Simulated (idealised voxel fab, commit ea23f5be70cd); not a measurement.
Process module heading - voxel self aligned vias
Square cell edge 5 nm, section width 290 nm, ID cut.
We lay out every cross-section as a grid of square cells and spell it out in bands from the top down, where one band means one or more rows of cells.
Band entry format. Leading values: height of top, height of bottom, nm. Remainder: materials in left-to-right order, each with its width in nm. Special words: "throughout" on a single material, which then fills the band edge to edge; "empty", empty space.
Height is counted from the level 0, under which the received wafer is composed throughout of one material. The lowest of the bands is not closed at the bottom but continues downward, in the notation "0 -> down".
It should be noted that a width expressed as "30 to 40" varies in equal increments from row to row of cells within the band, taking the value of the first number at the top row and that of the second number at the bottom row.
It should be understood that the words "nothing different", when stated for a given step, signify that the cross-section underwent no change in any of its cells during that step.
Enclosed voids (no open way to top), threshold 8 cells or more, entry "closed voids", notation width x height at distance, distance from left edge, nm.
Whatever follows a step's settings on its line is a remark the simulator itself makes about that step.
"overlay nm" on a masked step: distance the mask lay right of its planned place, negative for left.
So here's the lineup of process steps we planned
1,RECEIVE, material Si
2,CONFORMAL_DEP, material SiO2, thk nm 15
3,CONFORMAL_DEP, material SiCN, thk nm 5
4,DIRECTIONAL_DEP, material SiO2, thk nm 30
5,DIRECTIONAL_DEP, material aC, thk nm 15
6,PATTERN, tone open, mask id LINES, material resist, width nm 30, pitch nm 70, thk nm 30, overlay nm 0
7,DIRECTIONAL_ETCH, etch materials aC, depth nm 15
8,STRIP, etch materials resist
9,DIRECTIONAL_ETCH, etch materials SiO2, depth nm 30
10,STRIP, etch materials aC
11,CONFORMAL_DEP, material TiN, thk nm 5
12,FILL_DEP, material W, thk nm 10
13,CMP, height nm 50
14,SELECTIVE_ETCH, etch materials W Ru TiN, depth nm 10
15,FILL_DEP, material SiN, thk nm 5
16,CMP, height nm 50
17,DIRECTIONAL_DEP, material SiO2, thk nm 15
18,DIRECTIONAL_DEP, material aC, thk nm 15
19,PATTERN, tone open, mask id VIAS, material resist, width nm 50, pitch nm 70, thk nm 30, overlay nm 0
20,DIRECTIONAL_ETCH, etch materials aC, depth nm 15
21,STRIP, etch materials resist
22,DIRECTIONAL_ETCH, etch materials SiO2, depth nm 15
23,DIRECTIONAL_ETCH, etch materials SiN, depth nm 10
24,STRIP, etch materials aC
25,CONFORMAL_DEP, material TiN, thk nm 5
26,FILL_DEP, material W, thk nm 5
27,CMP, height nm 65
28,CONFORMAL_DEP, material SiCN, thk nm 5
Shown in cross-section is the wafer as received, that is, as it stands after step 1
0 -> down  Si throughout
closed voids: none
Cross-section taken at module completion on the first of two wafers; processed per the plan
70 -> 65  SiCN throughout
65 -> 55  SiO2 85  TiN 5  W 40  TiN 5  SiO2 20  TiN 5  W 40  TiN 5  SiO2 85
55 -> 45  SiO2 85 to 95  TiN 15 to 5  W 20  TiN 15 to 5  SiO2 20 to 40  TiN 15 to 5  W 20  TiN 15 to 5  SiO2 85 to 95
45 -> 40  SiO2 95  TiN 30  SiO2 40  TiN 30  SiO2 95
40 -> 25  SiO2 95  TiN 5  W 20  TiN 5  SiO2 40  TiN 5  W 20  TiN 5  SiO2 95
25 -> 20  SiO2 95  TiN 30  SiO2 40  TiN 30  SiO2 95
20 -> 15  SiCN throughout
15 -> 0  SiO2 throughout
0 -> down  Si throughout
closed voids: none
Cross-section, second wafer: same start as the first, same plan as the first, one mistake in running it; taken at the end of the module
70 -> 65  SiCN throughout
65 -> 55  SiO2 85  TiN 5  W 40  TiN 5  SiO2 20  TiN 5  W 40  TiN 5  SiO2 85
55 -> 45  SiO2 85 to 95  TiN 15 to 5  W 20  TiN 15 to 5  SiO2 20 to 40  TiN 15 to 5  W 20  TiN 15 to 5  SiO2 85 to 95
45 -> 40  SiO2 95  TiN 30  SiO2 40  TiN 30  SiO2 95
40 -> 25  SiO2 95  TiN 5  W 20  TiN 5  SiO2 40  TiN 5  W 20  TiN 5  SiO2 95
25 -> 20  SiO2 95  TiN 30  SiO2 40  TiN 30  SiO2 95
20 -> 5  SiO2 throughout
5 -> 0  SiCN throughout
0 -> down  Si throughout
closed voids: none
Processing error: contrary to the plan, steps 2 and 3 were processed in exchanged order
Final wafers compared: equal cell tally per material, rearranged layout.
